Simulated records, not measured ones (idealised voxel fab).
process module | voxel trench capacitor
cross-section cut | 185 nm wide | cells 5 nm
A cross-section is a grid of square cells, given in bands from the top down. A band is one or more rows of cells.
Each band's line starts with the height of the band's top and of its bottom, in nm. Then come its materials from left to right, each with its width in nm. One material with "throughout" fills the band from edge to edge. "air" is empty space.
Height 0 is the level under which the wafer as received is all one material. The lowest band goes on downwards, as in "0 down".
A width such as "30 to 40" changes by the same amount from each row of cells to the next, from the band's top row to its bottom row.
"no change" after a step means that no cell of the cross-section changed.
closed voids: empty space of 8 cells or more with no open way to the top, each as width x height at its distance from the left edge, in nm
after a step's settings: what the simulator itself notes on the step
overlay nm, on a step with a mask: how far to the right of its planned place the mask lay; to the left if negative
plan
1 op RECEIVE | material Si
2 op CONFORMAL_DEP | material SiN | thk nm 5
3 op PATTERN | tone open | mask id TRENCH | material resist | width nm 30 | pitch nm 50 | thk nm 20 | overlay nm 0
4 op DIRECTIONAL_ETCH | etch materials SiN | depth nm 5
5 op DIRECTIONAL_ETCH | etch materials Si | depth nm 25
6 op STRIP | etch materials resist
7 op CONFORMAL_DEP | material Al2O3 | thk nm 5
8 op CONFORMAL_DEP | material TiN | thk nm 5
9 op FILL_DEP | material W | thk nm 10
10 op CMP | height nm 5
first wafer, as planned
as received, after step 1
  0 down: Si throughout
  closed voids: none
after step 2
  5 to 0: SiN throughout
  below 0: unchanged
after step 3
  25 to 5: resist 25 | air 30 | resist 20 | air 30 | resist 20 | air 30 | resist 30
  below 5: unchanged
after step 4
  25 to 5: resist 25 | air 30 | resist 20 | air 30 | resist 20 | air 30 | resist 30
  5 to 0: SiN 25 | air 30 | SiN 20 | air 30 | SiN 20 | air 30 | SiN 30
  below 0: unchanged
after step 5
  25 to 5: resist 25 | air 30 | resist 20 | air 30 | resist 20 | air 30 | resist 30
  5 to 0: SiN 25 | air 30 | SiN 20 | air 30 | SiN 20 | air 30 | SiN 30
  0 to -25: Si 25 | air 30 | Si 20 | air 30 | Si 20 | air 30 | Si 30
  below -25: unchanged
after step 6
  5 to 0: SiN 25 | air 30 | SiN 20 | air 30 | SiN 20 | air 30 | SiN 30
  below 0: unchanged
after step 7
  10 to 5: Al2O3 30 | air 20 | Al2O3 30 | air 20 | Al2O3 30 | air 20 | Al2O3 35
  5 to 0: SiN 25 | Al2O3 5 | air 20 | Al2O3 5 | SiN 20 | Al2O3 5 | air 20 | Al2O3 5 | SiN 20 | Al2O3 5 | air 20 | Al2O3 5 | SiN 30
  0 to -20: Si 25 | Al2O3 5 | air 20 | Al2O3 5 | Si 20 | Al2O3 5 | air 20 | Al2O3 5 | Si 20 | Al2O3 5 | air 20 | Al2O3 5 | Si 30
  -20 to -25: Si 25 | Al2O3 30 | Si 20 | Al2O3 30 | Si 20 | Al2O3 30 | Si 30
  below -25: unchanged
after step 8
  15 to 10: TiN 35 | air 10 | TiN 40 | air 10 | TiN 40 | air 10 | TiN 40
  10 to 5: Al2O3 30 | TiN 5 | air 10 | TiN 5 | Al2O3 30 | TiN 5 | air 10 | TiN 5 | Al2O3 30 | TiN 5 | air 10 | TiN 5 | Al2O3 35
  5 to 0: SiN 25 | Al2O3 5 | TiN 5 | air 10 | TiN 5 | Al2O3 5 | SiN 20 | Al2O3 5 | TiN 5 | air 10 | TiN 5 | Al2O3 5 | SiN 20 | Al2O3 5 | TiN 5 | air 10 | TiN 5 | Al2O3 5 | SiN 30
  0 to -15: Si 25 | Al2O3 5 | TiN 5 | air 10 | TiN 5 | Al2O3 5 | Si 20 | Al2O3 5 | TiN 5 | air 10 | TiN 5 | Al2O3 5 | Si 20 | Al2O3 5 | TiN 5 | air 10 | TiN 5 | Al2O3 5 | Si 30
  -15 to -20: Si 25 | Al2O3 5 | TiN 20 | Al2O3 5 | Si 20 | Al2O3 5 | TiN 20 | Al2O3 5 | Si 20 | Al2O3 5 | TiN 20 | Al2O3 5 | Si 30
  below -20: unchanged
after step 9
  25 to 15: W throughout
  15 to 10: TiN 35 | W 10 | TiN 40 | W 10 | TiN 40 | W 10 | TiN 40
  10 to 5: Al2O3 30 | TiN 5 | W 10 | TiN 5 | Al2O3 30 | TiN 5 | W 10 | TiN 5 | Al2O3 30 | TiN 5 | W 10 | TiN 5 | Al2O3 35
  5 to 0: SiN 25 | Al2O3 5 | TiN 5 | W 10 | TiN 5 | Al2O3 5 | SiN 20 | Al2O3 5 | TiN 5 | W 10 | TiN 5 | Al2O3 5 | SiN 20 | Al2O3 5 | TiN 5 | W 10 | TiN 5 | Al2O3 5 | SiN 30
  0 to -15: Si 25 | Al2O3 5 | TiN 5 | W 10 | TiN 5 | Al2O3 5 | Si 20 | Al2O3 5 | TiN 5 | W 10 | TiN 5 | Al2O3 5 | Si 20 | Al2O3 5 | TiN 5 | W 10 | TiN 5 | Al2O3 5 | Si 30
  below -15: unchanged
after step 10
  5 to 0: SiN 25 | Al2O3 5 | TiN 5 | W 10 | TiN 5 | Al2O3 5 | SiN 20 | Al2O3 5 | TiN 5 | W 10 | TiN 5 | Al2O3 5 | SiN 20 | Al2O3 5 | TiN 5 | W 10 | TiN 5 | Al2O3 5 | SiN 30
  below 0: unchanged
second wafer: like start, like plan, one mistake. Through step 2 it matches the first wafer
when step 3 should have ended
  25 to 5: air 25 | resist 30 | air 20 | resist 30 | air 20 | resist 30 | air 30
  below 5: unchanged
when step 4 should have ended
  25 to 5: air 25 | resist 30 | air 20 | resist 30 | air 20 | resist 30 | air 30
  5 to 0: air 25 | SiN 30 | air 20 | SiN 30 | air 20 | SiN 30 | air 30
  below 0: unchanged
when step 5 should have ended
  25 to 5: air 25 | resist 30 | air 20 | resist 30 | air 20 | resist 30 | air 30
  5 to 0: air 25 | SiN 30 | air 20 | SiN 30 | air 20 | SiN 30 | air 30
  0 to -25: air 25 | Si 30 | air 20 | Si 30 | air 20 | Si 30 | air 30
  below -25: unchanged
when step 6 should have ended
  5 to 0: air 25 | SiN 30 | air 20 | SiN 30 | air 20 | SiN 30 | air 30
  below 0: unchanged
when step 7 should have ended
  10 to 5: air 20 | Al2O3 40 | air 10 | Al2O3 40 | air 10 | Al2O3 40 | air 25
  5 to 0: air 20 | Al2O3 5 | SiN 30 | Al2O3 5 | air 10 | Al2O3 5 | SiN 30 | Al2O3 5 | air 10 | Al2O3 5 | SiN 30 | Al2O3 5 | air 25
  0 to -20: air 20 | Al2O3 5 | Si 30 | Al2O3 5 | air 10 | Al2O3 5 | Si 30 | Al2O3 5 | air 10 | Al2O3 5 | Si 30 | Al2O3 5 | air 25
  -20 to -25: Al2O3 25 | Si 30 | Al2O3 20 | Si 30 | Al2O3 20 | Si 30 | Al2O3 30
  below -25: unchanged
when step 8 should have ended
  15 to 10: air 15 | TiN 150 | air 20
  10 to 5: air 15 | TiN 5 | Al2O3 40 | TiN 10 | Al2O3 40 | TiN 10 | Al2O3 40 | TiN 5 | air 20
  5 to 0: air 15 | TiN 5 | Al2O3 5 | SiN 30 | Al2O3 5 | TiN 10 | Al2O3 5 | SiN 30 | Al2O3 5 | TiN 10 | Al2O3 5 | SiN 30 | Al2O3 5 | TiN 5 | air 20
  0 to -15: air 15 | TiN 5 | Al2O3 5 | Si 30 | Al2O3 5 | TiN 10 | Al2O3 5 | Si 30 | Al2O3 5 | TiN 10 | Al2O3 5 | Si 30 | Al2O3 5 | TiN 5 | air 20
  -15 to -20: TiN 20 | Al2O3 5 | Si 30 | Al2O3 5 | TiN 10 | Al2O3 5 | Si 30 | Al2O3 5 | TiN 10 | Al2O3 5 | Si 30 | Al2O3 5 | TiN 25
  below -20: unchanged
when step 9 should have ended
  25 to 15: W throughout
  15 to 10: W 15 | TiN 150 | W 20
  10 to 5: W 15 | TiN 5 | Al2O3 40 | TiN 10 | Al2O3 40 | TiN 10 | Al2O3 40 | TiN 5 | W 20
  5 to 0: W 15 | TiN 5 | Al2O3 5 | SiN 30 | Al2O3 5 | TiN 10 | Al2O3 5 | SiN 30 | Al2O3 5 | TiN 10 | Al2O3 5 | SiN 30 | Al2O3 5 | TiN 5 | W 20
  0 to -15: W 15 | TiN 5 | Al2O3 5 | Si 30 | Al2O3 5 | TiN 10 | Al2O3 5 | Si 30 | Al2O3 5 | TiN 10 | Al2O3 5 | Si 30 | Al2O3 5 | TiN 5 | W 20
  below -15: unchanged
when step 10 should have ended
  5 to 0: W 15 | TiN 5 | Al2O3 5 | SiN 30 | Al2O3 5 | TiN 10 | Al2O3 5 | SiN 30 | Al2O3 5 | TiN 10 | Al2O3 5 | SiN 30 | Al2O3 5 | TiN 5 | W 20
  below 0: unchanged
what went wrong: step 3 ran as: op PATTERN | tone cover | mask id TRENCH | material resist | width nm 30 | pitch nm 50 | thk nm 20 | overlay nm 0
at the end the second wafer has, in cells: 1 more of Al2O3 | 5 fewer of Si | 1 fewer of SiN | 1 more of TiN | 4 more of W
